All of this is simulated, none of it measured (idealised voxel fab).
The following is a process module called voxel gate over fins.
It is cross-section cut that appears here, measuring 165 nm in width, its square cells being 5 nm in size.
This document writes a cross-section as a grid whose cells are square, and gives it as bands, listed from the top down; one or more rows of cells form a band. The band entry comprises the height of the band's top followed by the height of its bottom, expressed in nm, and subsequently the band's materials from left to right, each stated together with its width in nm. Where a single material is marked with the word "everywhere", that material fills the band from edge to edge. The word "empty" represents empty space. Heights are expressed relative to 0, this being the level below which the as-received wafer comprises one material exclusively. The lowest band is unbounded in the downward direction and is denoted as in "0 down". The expression "30 to 40" gives the width at the extremes of the band, the first number at its top row of cells and the second at its bottom row, with the width changing by equal amounts from each row to the next in between. "no modifications", as given for a step, is the statement that not any cell of the cross-section underwent a change during that step. Empty spaces counting at least 8 cells and having no open way to the top are listed in "Voids, fully enclosed". The notation width x height at distance is used for each, the distance being from the left edge and all three values in nm. If you see something after the settings on a step's line, that's the simulator's own remark about that step. If you see "overlay nm" on a step's line and that step has a mask, it's telling you how far right of where it was planned the mask ended up; a negative number means it went left instead.

**Steps planned for the process**
1,RECEIVE (material Si)
2,CONFORMAL_DEP (material SiN; thk nm 5)
3,DIRECTIONAL_DEP (material aC; thk nm 15)
4,PATTERN (tone cover; mask id FINS; material resist; width nm 15; pitch nm 40; thk nm 35; overlay nm 0)
5,DIRECTIONAL_ETCH (etch materials aC; depth nm 15)
6,STRIP (etch materials resist)
7,DIRECTIONAL_ETCH (etch materials SiN; depth nm 5)
8,DIRECTIONAL_ETCH (etch materials Si; depth nm 35)
9,STRIP (etch materials aC)
10,FILL_DEP (material SiO2; thk nm 5)
11,CMP (height nm 5)
12,SELECTIVE_ETCH (etch materials SiO2; depth nm 15)
13,STRIP (etch materials SiN)
14,CONFORMAL_DEP (material HfO2; thk nm 5)
15,CONFORMAL_DEP (material TiN; thk nm 5)
16,FILL_DEP (material W; thk nm 15)
17,CMP (height nm 20)
18,CONFORMAL_DEP (material SiN; thk nm 10)

**The cross-section here shows the wafer as received, i.e. in its state after step 1**
0 down: Si everywhere
Voids, fully enclosed: none

**Post-module cross-section of the first of two wafers (run per plan)**
30 to 20: SiN everywhere
20 to 10: W everywhere
10 to 5: W (5); TiN (35); W (5); TiN (35); W (5); TiN (35); W (5); TiN (35); W (5)
5 to 0: W (5); TiN (5); HfO2 (25); TiN (5); W (5); TiN (5); HfO2 (25); TiN (5); W (5); TiN (5); HfO2 (25); TiN (5); W (5); TiN (5); HfO2 (25); TiN (5); W (5)
0 to -5: TiN (10); HfO2 (5); Si (15); HfO2 (5); TiN (15); HfO2 (5); Si (15); HfO2 (5); TiN (15); HfO2 (5); Si (15); HfO2 (5); TiN (15); HfO2 (5); Si (15); HfO2 (5); TiN (10)
-5 to -10: HfO2 (15); Si (15); HfO2 (25); Si (15); HfO2 (25); Si (15); HfO2 (25); Si (15); HfO2 (15)
-10 to -35: SiO2 (15); Si (15); SiO2 (25); Si (15); SiO2 (25); Si (15); SiO2 (25); Si (15); SiO2 (15)
-35 down: Si everywhere
Voids, fully enclosed: none

**The second wafer, shown in cross-section after the module: started the same way as the first and given the same plan, yet one mistake crept into how it was run**
30 to 20: SiN everywhere
20 to 5: W everywhere
5 to 0: W (10); TiN (25); W (15); TiN (25); W (15); TiN (25); W (15); TiN (25); W (10)
0 to -5: W (10); TiN (5); Si (15); TiN (5); W (15); TiN (5); Si (15); TiN (5); W (15); TiN (5); Si (15); TiN (5); W (15); TiN (5); Si (15); TiN (5); W (10)
-5 to -10: TiN (15); Si (15); TiN (25); Si (15); TiN (25); Si (15); TiN (25); Si (15); TiN (15)
-10 to -35: SiO2 (15); Si (15); SiO2 (25); Si (15); SiO2 (25); Si (15); SiO2 (25); Si (15); SiO2 (15)
-35 down: Si everywhere
Voids, fully enclosed: none
Want to know what went wrong? step 14 from the plan never happened, it was just skipped
It is noted that, at the conclusion of processing, the second wafer exhibits a higher or lower cell count for certain materials relative to the first: HfO2: 49 fewer | W: 49 more
